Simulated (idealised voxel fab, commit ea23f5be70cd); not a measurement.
process module | voxel quadruple lines
cross-section cut | 220 nm wide | cells 5 nm
A cross-section is a grid of square cells, given in bands from the top down. A band is one or more rows of cells.
Each band's line starts with the height of the band's top and of its bottom, in nm. Then come its materials from left to right, each with its width in nm. One material with "throughout" fills the band from edge to edge. "air" is empty space.
Height 0 is the level under which the wafer as received is all one material. The lowest band goes on downwards, as in "0 down".
A width such as "30 to 40" changes by the same amount from each row of cells to the next, from the band's top row to its bottom row.
"no change" after a step means that no cell of the cross-section changed.
closed voids: empty space of 8 cells or more with no open way to the top, each as width x height at its distance from the left edge, in nm
after a step's settings: what the simulator itself notes on the step
overlay nm, on a step with a mask: how far to the right of its planned place the mask lay; to the left if negative
plan
1 op RECEIVE | material Si
2 op CONFORMAL_DEP | material SiO2 | thk nm 5
3 op DIRECTIONAL_DEP | material W | thk nm 15
4 op DIRECTIONAL_DEP | material polySi | thk nm 20
5 op DIRECTIONAL_DEP | material aC | thk nm 20
6 op PATTERN | tone cover | mask id MANDREL | material resist | width nm 25 | thk nm 30 | overlay nm 0
7 op DIRECTIONAL_ETCH | etch materials aC | depth nm 20
8 op STRIP | etch materials resist
9 op CONFORMAL_DEP | material SiO2 | thk nm 15
10 op DIRECTIONAL_ETCH | etch materials SiO2 | depth nm 15
11 op STRIP | etch materials aC
12 op DIRECTIONAL_ETCH | etch materials polySi | depth nm 20
13 op STRIP | etch materials SiO2
14 op CONFORMAL_DEP | material SiCN | thk nm 5
15 op DIRECTIONAL_ETCH | etch materials SiCN | depth nm 5
16 op STRIP | etch materials polySi
17 op DIRECTIONAL_ETCH | etch materials W | depth nm 15
18 op STRIP | etch materials SiCN
19 op FILL_DEP | material lowk | thk nm 10
20 op CMP | height nm 20
first wafer, as planned
as received, after step 1
  0 down: Si throughout
  closed voids: none
after step 2
  5 to 0: SiO2 throughout
  below 0: unchanged
after step 3
  20 to 5: W throughout
  below 5: unchanged
after step 4
  40 to 20: polySi throughout
  below 20: unchanged
after step 5
  60 to 40: aC throughout
  below 40: unchanged
after step 6
  90 to 60: air 95 | resist 25 | air 100
  below 60: unchanged
after step 7
  70 to 60: air 95 | resist 25 | air 100
  60 to 40: air 95 | aC 25 | air 100
  below 40: unchanged
after step 8
  60 to 40: air 95 | aC 25 | air 100
  below 40: unchanged
after step 9
  75 to 60: air 80 | SiO2 55 | air 85
  60 to 55: air 80 | SiO2 15 | aC 25 | SiO2 15 | air 85
  55 to 40: SiO2 95 | aC 25 | SiO2 100
  below 40: unchanged
after step 10
  60 to 40: air 80 | SiO2 15 | aC 25 | SiO2 15 | air 85
  below 40: unchanged
after step 11
  60 to 40: air 80 | SiO2 15 | air 25 | SiO2 15 | air 85
  below 40: unchanged
after step 12
  60 to 40: air 80 | SiO2 15 | air 25 | SiO2 15 | air 85
  40 to 20: air 80 | polySi 15 | air 25 | polySi 15 | air 85
  below 20: unchanged
after step 13
  40 to 20: air 80 | polySi 15 | air 25 | polySi 15 | air 85
  below 20: unchanged
after step 14
  45 to 40: air 75 | SiCN 25 | air 15 | SiCN 25 | air 80
  40 to 25: air 75 | SiCN 5 | polySi 15 | SiCN 5 | air 15 | SiCN 5 | polySi 15 | SiCN 5 | air 80
  25 to 20: SiCN 80 | polySi 15 | SiCN 25 | polySi 15 | SiCN 85
  below 20: unchanged
after step 15
  40 to 20: air 75 | SiCN 5 | polySi 15 | SiCN 5 | air 15 | SiCN 5 | polySi 15 | SiCN 5 | air 80
  below 20: unchanged
after step 16
  40 to 20: air 75 | SiCN 5 | air 15 | SiCN 5 | air 15 | SiCN 5 | air 15 | SiCN 5 | air 80
  below 20: unchanged
after step 17
  40 to 20: air 75 | SiCN 5 | air 15 | SiCN 5 | air 15 | SiCN 5 | air 15 | SiCN 5 | air 80
  20 to 5: air 75 | W 5 | air 15 | W 5 | air 15 | W 5 | air 15 | W 5 | air 80
  below 5: unchanged
after step 18
  20 to 5: air 75 | W 5 | air 15 | W 5 | air 15 | W 5 | air 15 | W 5 | air 80
  below 5: unchanged
after step 19
  30 to 20: lowk throughout
  20 to 5: lowk 75 | W 5 | lowk 15 | W 5 | lowk 15 | W 5 | lowk 15 | W 5 | lowk 80
  below 5: unchanged
after step 20
  20 to 5: lowk 75 | W 5 | lowk 15 | W 5 | lowk 15 | W 5 | lowk 15 | W 5 | lowk 80
  below 5: unchanged
second wafer: like start, like plan, one mistake. Through step 2 it matches the first wafer
when step 3 should have ended
  25 to 5: polySi throughout
  below 5: unchanged
when step 4 should have ended
  40 to 25: W throughout
  below 25: unchanged
when step 5 should have ended
  60 to 40: aC throughout
  below 40: unchanged
when step 6 should have ended
  90 to 60: air 95 | resist 25 | air 100
  below 60: unchanged
when step 7 should have ended
  70 to 60: air 95 | resist 25 | air 100
  60 to 40: air 95 | aC 25 | air 100
  below 40: unchanged
when step 8 should have ended
  60 to 40: air 95 | aC 25 | air 100
  below 40: unchanged
when step 9 should have ended
  75 to 60: air 80 | SiO2 55 | air 85
  60 to 55: air 80 | SiO2 15 | aC 25 | SiO2 15 | air 85
  55 to 40: SiO2 95 | aC 25 | SiO2 100
  below 40: unchanged
when step 10 should have ended
  60 to 40: air 80 | SiO2 15 | aC 25 | SiO2 15 | air 85
  below 40: unchanged
when step 11 should have ended
  60 to 40: air 80 | SiO2 15 | air 25 | SiO2 15 | air 85
  below 40: unchanged
when step 12 should have ended: no change
when step 13 should have ended
  40 to 25: W throughout
  below 25: unchanged
when step 14 should have ended
  45 to 40: SiCN throughout
  below 40: unchanged
when step 15 should have ended
  40 to 25: W throughout
  below 25: unchanged
when step 16 should have ended: no change
when step 17 should have ended
  25 to 5: polySi throughout
  below 5: unchanged
when step 18 should have ended: no change
when step 19 should have ended
  35 to 25: lowk throughout
  below 25: unchanged
when step 20 should have ended
  20 to 5: polySi throughout
  below 5: unchanged
what went wrong: steps 3 and 4 were swapped
at the end the second wafer has, in cells: 12 fewer of W | 120 fewer of lowk | 132 more of polySi
